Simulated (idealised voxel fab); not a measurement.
This section sets out a process module, namely voxel capacitor over wiring.
Square cells of 5 nm make up the cross-section cut, whose width is 280 nm.
In this document a cross-section is written as a grid of square cells. It is given as a series of bands, listed from the top down, and a band is one or more rows of cells. Band: top height; bottom height; in nm. Then, left to right: material with width in nm, for each material. "all across": a single material spanning edge to edge. "empty": empty space. Heads up on the height convention: 0 is the point under which the incoming wafer is all one material, and the lowest band has no bottom, it just keeps going down, like "0 and below". Width spec "30->40" -> top row of cells at first value, bottom row at second value, equal per-row change in between. It should be understood that the words "same as before", when stated for a given step, signify that the cross-section underwent no change in any of its cells during that step. Listed in "Tabulated closed voids": every empty space of 8 or more cells without an open way to the top. Form: width x height at distance, the distance being from the left edge, all in nm. after a step's settings: what the simulator itself notes on the step. overlay nm: mask right of planned place by this much (step with mask). Neg. = left.

## Steps in the process plan
- 1: op RECEIVE | material Si
- 2: op CONFORMAL_DEP | material SiO2 | thk nm 15
- 3: op DIRECTIONAL_DEP | material TiN | thk nm 5
- 4: op DIRECTIONAL_DEP | material W | thk nm 15
- 5: op PATTERN | tone cover | mask id METAL_1 | material resist | width nm 30 | pitch nm 100 | thk nm 20 | overlay nm 0
- 6: op DIRECTIONAL_ETCH | etch materials W | depth nm 15
- 7: op DIRECTIONAL_ETCH | etch materials TiN | depth nm 5
- 8: op STRIP | etch materials resist
- 9: op FILL_DEP | material lowk | thk nm 5
- 10: op CMP | height nm 35
- 11: op CONFORMAL_DEP | material SiCN | thk nm 5
- 12: op DIRECTIONAL_DEP | material lowk | thk nm 20
- 13: op DIRECTIONAL_DEP | material aC | thk nm 10
- 14: op PATTERN | tone open | mask id PLUG_1 | material resist | width nm 15 | thk nm 30 | overlay nm 0
- 15: op DIRECTIONAL_ETCH | etch materials aC | depth nm 10
- 16: op STRIP | etch materials resist
- 17: op DIRECTIONAL_ETCH | etch materials lowk | depth nm 20
- 18: op DIRECTIONAL_ETCH | etch materials SiCN | depth nm 5
- 19: op STRIP | etch materials aC
- 20: op EPI | material Ru | thk nm 10
- 21: op EPI | material Ru | thk nm 10
- 22: op EPI | material Ru | thk nm 5
- 23: op DIRECTIONAL_DEP | material TiN | thk nm 5
- 24: op DIRECTIONAL_DEP | material HfO2 | thk nm 5
- 25: op DIRECTIONAL_DEP | material TiN | thk nm 10
- 26: op MASKED_ETCH | tone cover | mask id UPPER_PLATE | width nm 75 | etch materials TiN | depth nm 10 | overlay nm 0
- 27: op MASKED_ETCH | tone cover | mask id UPPER_PLATE | width nm 75 | etch materials HfO2 | depth nm 5 | overlay nm 0
- 28: op DIRECTIONAL_DEP | material aC | thk nm 10
- 29: op PATTERN | tone cover | mask id LOWER_PLATE | material resist | width nm 85 | thk nm 30 | overlay nm 0
- 30: op DIRECTIONAL_ETCH | etch materials aC | depth nm 10
- 31: op STRIP | etch materials resist
- 32: op DIRECTIONAL_ETCH | etch materials TiN | depth nm 5
- 33: op STRIP | etch materials aC
- 34: op FILL_DEP | material SiO2 | thk nm 20
- 35: op CMP | height nm 95
- 36: op DIRECTIONAL_DEP | material aC | thk nm 15
- 37: op PATTERN | tone open | mask id PLUG_2 | material resist | width nm 15 | thk nm 30 | overlay nm 0
- 38: op DIRECTIONAL_ETCH | etch materials aC | depth nm 15
- 39: op STRIP | etch materials resist
- 40: op DIRECTIONAL_ETCH | etch materials SiO2 | depth nm 15
- 41: op STRIP | etch materials aC
- 42: op CONFORMAL_DEP | material TiN | thk nm 5
- 43: op FILL_DEP | material Ru | thk nm 5
- 44: op CMP | height nm 95
- 45: op CONFORMAL_DEP | material SiCN | thk nm 5

## First wafer, two in total, run as planned

## As-received wafer cross-section (after step 1)
0 and below  Si all across
Tabulated closed voids: none

## How the wafer stands in section after step 2
15 down to 0  SiO2 all across
Beneath the level 0, the cross-section is identical to its previous state.

## How the wafer stands in section after step 3
20 down to 15  TiN all across
Beneath the level 15, the cross-section is identical to its previous state.

## How the wafer stands in section after step 4
35 down to 20  W all across
Beneath the level 20, the cross-section is identical to its previous state.

## How the wafer stands in section after step 5
55 down to 35  empty (75)  resist (30)  empty (70)  resist (30)  empty (75)
Beneath the level 35, the cross-section is identical to its previous state.

## How the wafer stands in section after step 6
55 down to 35  empty (75)  resist (30)  empty (70)  resist (30)  empty (75)
35 down to 20  empty (75)  W (30)  empty (70)  W (30)  empty (75)
Beneath the level 20, the cross-section is identical to its previous state.

## How the wafer stands in section after step 7
55 down to 35  empty (75)  resist (30)  empty (70)  resist (30)  empty (75)
35 down to 20  empty (75)  W (30)  empty (70)  W (30)  empty (75)
20 down to 15  empty (75)  TiN (30)  empty (70)  TiN (30)  empty (75)
Beneath the level 15, the cross-section is identical to its previous state.

## How the wafer stands in section after step 8
35 down to 20  empty (75)  W (30)  empty (70)  W (30)  empty (75)
Beneath the level 20, the cross-section is identical to its previous state.

## How the wafer stands in section after step 9
40 down to 35  lowk all across
35 down to 20  lowk (75)  W (30)  lowk (70)  W (30)  lowk (75)
20 down to 15  lowk (75)  TiN (30)  lowk (70)  TiN (30)  lowk (75)
Beneath the level 15, the cross-section is identical to its previous state.

## How the wafer stands in section after step 10
35 down to 20  lowk (75)  W (30)  lowk (70)  W (30)  lowk (75)
Beneath the level 20, the cross-section is identical to its previous state.

## How the wafer stands in section after step 11
40 down to 35  SiCN all across
Beneath the level 35, the cross-section is identical to its previous state.

## How the wafer stands in section after step 12
60 down to 40  lowk all across
Beneath the level 40, the cross-section is identical to its previous state.

## How the wafer stands in section after step 13
70 down to 60  aC all across
Beneath the level 60, the cross-section is identical to its previous state.

## How the wafer stands in section after step 14
100 down to 70  resist (90)  empty (15)  resist (175)
Beneath the level 70, the cross-section is identical to its previous state.

## How the wafer stands in section after step 15
90 down to 70  resist (90)  empty (15)  resist (175)
70 down to 60  aC (90)  empty (15)  aC (175)
Beneath the level 60, the cross-section is identical to its previous state.

## How the wafer stands in section after step 16
70 down to 60  aC (90)  empty (15)  aC (175)
Beneath the level 60, the cross-section is identical to its previous state.

## How the wafer stands in section after step 17
70 down to 60  aC (90)  empty (15)  aC (175)
60 down to 40  lowk (90)  empty (15)  lowk (175)
Beneath the level 40, the cross-section is identical to its previous state.

## How the wafer stands in section after step 18
70 down to 60  aC (90)  empty (15)  aC (175)
60 down to 40  lowk (90)  empty (15)  lowk (175)
40 down to 35  SiCN (90)  empty (15)  SiCN (175)
Beneath the level 35, the cross-section is identical to its previous state.

## How the wafer stands in section after step 19
60 down to 40  lowk (90)  empty (15)  lowk (175)
Beneath the level 40, the cross-section is identical to its previous state.

## How the wafer stands in section after step 20
60 down to 45  lowk (90)  empty (15)  lowk (175)
45 down to 40  lowk (90)  Ru (15)  lowk (175)
40 down to 35  SiCN (90)  Ru (15)  SiCN (175)
Beneath the level 35, the cross-section is identical to its previous state.

## How the wafer stands in section after step 21
60 down to 55  lowk (90)  empty (15)  lowk (175)
55 down to 40  lowk (90)  Ru (15)  lowk (175)
Beneath the level 40, the cross-section is identical to its previous state.

## How the wafer stands in section after step 22
60 down to 40  lowk (90)  Ru (15)  lowk (175)
Beneath the level 40, the cross-section is identical to its previous state.

## How the wafer stands in section after step 23
65 down to 60  TiN all across
Beneath the level 60, the cross-section is identical to its previous state.

## How the wafer stands in section after step 24
70 down to 65  HfO2 all across
Beneath the level 65, the cross-section is identical to its previous state.

## How the wafer stands in section after step 25
80 down to 70  TiN all across
Beneath the level 70, the cross-section is identical to its previous state.

## How the wafer stands in section after step 26
80 down to 70  empty (90)  TiN (75)  empty (115)
Beneath the level 70, the cross-section is identical to its previous state.

## How the wafer stands in section after step 27
80 down to 70  empty (90)  TiN (75)  empty (115)
70 down to 65  empty (90)  HfO2 (75)  empty (115)
Beneath the level 65, the cross-section is identical to its previous state.

## How the wafer stands in section after step 28
90 down to 80  empty (90)  aC (75)  empty (115)
80 down to 75  empty (90)  TiN (75)  empty (115)
75 down to 70  aC (90)  TiN (75)  aC (115)
70 down to 65  aC (90)  HfO2 (75)  aC (115)
Beneath the level 65, the cross-section is identical to its previous state.

## How the wafer stands in section after step 29
120 down to 90  empty (85)  resist (85)  empty (110)
90 down to 80  empty (85)  resist (5)  aC (75)  resist (5)  empty (110)
80 down to 75  empty (85)  resist (5)  TiN (75)  resist (5)  empty (110)
Beneath the level 75, the cross-section is identical to its previous state.

## How the wafer stands in section after step 30
110 down to 90  empty (85)  resist (85)  empty (110)
90 down to 80  empty (85)  resist (5)  aC (75)  resist (5)  empty (110)
80 down to 75  empty (85)  resist (5)  TiN (75)  resist (5)  empty (110)
75 down to 70  empty (85)  aC (5)  TiN (75)  aC (5)  empty (110)
70 down to 65  empty (85)  aC (5)  HfO2 (75)  aC (5)  empty (110)
Beneath the level 65, the cross-section is identical to its previous state.

## How the wafer stands in section after step 31
90 down to 80  empty (90)  aC (75)  empty (115)
80 down to 75  empty (90)  TiN (75)  empty (115)
Beneath the level 75, the cross-section is identical to its previous state.

## How the wafer stands in section after step 32
90 down to 80  empty (90)  aC (75)  empty (115)
80 down to 75  empty (90)  TiN (75)  empty (115)
75 down to 70  empty (85)  aC (5)  TiN (75)  aC (5)  empty (110)
70 down to 65  empty (85)  aC (5)  HfO2 (75)  aC (5)  empty (110)
65 down to 60  empty (85)  TiN (85)  empty (110)
Beneath the level 60, the cross-section is identical to its previous state.

## How the wafer stands in section after step 33
80 down to 70  empty (90)  TiN (75)  empty (115)
70 down to 65  empty (90)  HfO2 (75)  empty (115)
Beneath the level 65, the cross-section is identical to its previous state.

## How the wafer stands in section after step 34
100 down to 80  SiO2 all across
80 down to 70  SiO2 (90)  TiN (75)  SiO2 (115)
70 down to 65  SiO2 (90)  HfO2 (75)  SiO2 (115)
65 down to 60  SiO2 (85)  TiN (85)  SiO2 (110)
Beneath the level 60, the cross-section is identical to its previous state.

## How the wafer stands in section after step 35
95 down to 80  SiO2 all across
Beneath the level 80, the cross-section is identical to its previous state.

## How the wafer stands in section after step 36
110 down to 95  aC all across
Beneath the level 95, the cross-section is identical to its previous state.

## How the wafer stands in section after step 37
140 down to 110  resist (100)  empty (15)  resist (165)
Beneath the level 110, the cross-section is identical to its previous state.

## How the wafer stands in section after step 38
125 down to 110  resist (100)  empty (15)  resist (165)
110 down to 95  aC (100)  empty (15)  aC (165)
Beneath the level 95, the cross-section is identical to its previous state.

## How the wafer stands in section after step 39
110 down to 95  aC (100)  empty (15)  aC (165)
Beneath the level 95, the cross-section is identical to its previous state.

## How the wafer stands in section after step 40
110 down to 95  aC (100)  empty (15)  aC (165)
95 down to 80  SiO2 (100)  empty (15)  SiO2 (165)
Beneath the level 80, the cross-section is identical to its previous state.

## How the wafer stands in section after step 41
95 down to 80  SiO2 (100)  empty (15)  SiO2 (165)
Beneath the level 80, the cross-section is identical to its previous state.

## How the wafer stands in section after step 42
100 down to 95  TiN (105)  empty (5)  TiN (170)
95 down to 85  SiO2 (100)  TiN (5)  empty (5)  TiN (5)  SiO2 (165)
85 down to 80  SiO2 (100)  TiN (15)  SiO2 (165)
Beneath the level 80, the cross-section is identical to its previous state.

## How the wafer stands in section after step 43
105 down to 100  Ru all across
100 down to 95  TiN (105)  Ru (5)  TiN (170)
95 down to 85  SiO2 (100)  TiN (5)  Ru (5)  TiN (5)  SiO2 (165)
Beneath the level 85, the cross-section is identical to its previous state.

## How the wafer stands in section after step 44
95 down to 85  SiO2 (100)  TiN (5)  Ru (5)  TiN (5)  SiO2 (165)
Beneath the level 85, the cross-section is identical to its previous state.

## How the wafer stands in section after step 45
100 down to 95  SiCN all across
Beneath the level 95, the cross-section is identical to its previous state.

## Second wafer - shared start and plan with the first - one error in running - same as the first up to step 28 inclusive

## X-section, second wafer, when step 29 was due to finish
120 down to 90  empty (90)  resist (75)  empty (115)
Beneath the level 90, the cross-section is identical to its previous state.

## X-section, second wafer, when step 30 was due to finish
110 down to 90  empty (90)  resist (75)  empty (115)
90 down to 80  empty (90)  aC (75)  empty (115)
80 down to 70  empty (90)  TiN (75)  empty (115)
70 down to 65  empty (90)  HfO2 (75)  empty (115)
Beneath the level 65, the cross-section is identical to its previous state.

## X-section, second wafer, when step 31 was due to finish
90 down to 80  empty (90)  aC (75)  empty (115)
Beneath the level 80, the cross-section is identical to its previous state.

## X-section, second wafer, when step 32 was due to finish
90 down to 80  empty (90)  aC (75)  empty (115)
80 down to 70  empty (90)  TiN (75)  empty (115)
70 down to 65  empty (90)  HfO2 (75)  empty (115)
65 down to 60  empty (90)  TiN (75)  empty (115)
Beneath the level 60, the cross-section is identical to its previous state.

## X-section, second wafer, when step 33 was due to finish
80 down to 70  empty (90)  TiN (75)  empty (115)
Beneath the level 70, the cross-section is identical to its previous state.

## X-section, second wafer, when step 34 was due to finish
100 down to 80  SiO2 all across
80 down to 70  SiO2 (90)  TiN (75)  SiO2 (115)
70 down to 65  SiO2 (90)  HfO2 (75)  SiO2 (115)
65 down to 60  SiO2 (90)  TiN (75)  SiO2 (115)
Beneath the level 60, the cross-section is identical to its previous state.

## X-section, second wafer, when step 35 was due to finish
95 down to 80  SiO2 all across
Beneath the level 80, the cross-section is identical to its previous state.

## X-section, second wafer, when step 36 was due to finish
110 down to 95  aC all across
Beneath the level 95, the cross-section is identical to its previous state.

## X-section, second wafer, when step 37 was due to finish
140 down to 110  resist (100)  empty (15)  resist (165)
Beneath the level 110, the cross-section is identical to its previous state.

## X-section, second wafer, when step 38 was due to finish
125 down to 110  resist (100)  empty (15)  resist (165)
110 down to 95  aC (100)  empty (15)  aC (165)
Beneath the level 95, the cross-section is identical to its previous state.

## X-section, second wafer, when step 39 was due to finish
110 down to 95  aC (100)  empty (15)  aC (165)
Beneath the level 95, the cross-section is identical to its previous state.

## X-section, second wafer, when step 40 was due to finish
110 down to 95  aC (100)  empty (15)  aC (165)
95 down to 80  SiO2 (100)  empty (15)  SiO2 (165)
Beneath the level 80, the cross-section is identical to its previous state.

## X-section, second wafer, when step 41 was due to finish
95 down to 80  SiO2 (100)  empty (15)  SiO2 (165)
Beneath the level 80, the cross-section is identical to its previous state.

## X-section, second wafer, when step 42 was due to finish
100 down to 95  TiN (105)  empty (5)  TiN (170)
95 down to 85  SiO2 (100)  TiN (5)  empty (5)  TiN (5)  SiO2 (165)
85 down to 80  SiO2 (100)  TiN (15)  SiO2 (165)
Beneath the level 80, the cross-section is identical to its previous state.

## X-section, second wafer, when step 43 was due to finish
105 down to 100  Ru all across
100 down to 95  TiN (105)  Ru (5)  TiN (170)
95 down to 85  SiO2 (100)  TiN (5)  Ru (5)  TiN (5)  SiO2 (165)
Beneath the level 85, the cross-section is identical to its previous state.

## X-section, second wafer, when step 44 was due to finish
95 down to 85  SiO2 (100)  TiN (5)  Ru (5)  TiN (5)  SiO2 (165)
Beneath the level 85, the cross-section is identical to its previous state.

## X-section, second wafer, when step 45 was due to finish
100 down to 95  SiCN all across
Beneath the level 95, the cross-section is identical to its previous state.
Deviation from plan: step 29 changed vs plan, executed as op PATTERN | tone cover | mask id LOWER_PLATE | material resist | width nm 75 | thk nm 30 | overlay nm 0
Final difference in cells, second wafer against first, listed per material as more or fewer: 2 more of SiO2 | 2 fewer of TiN
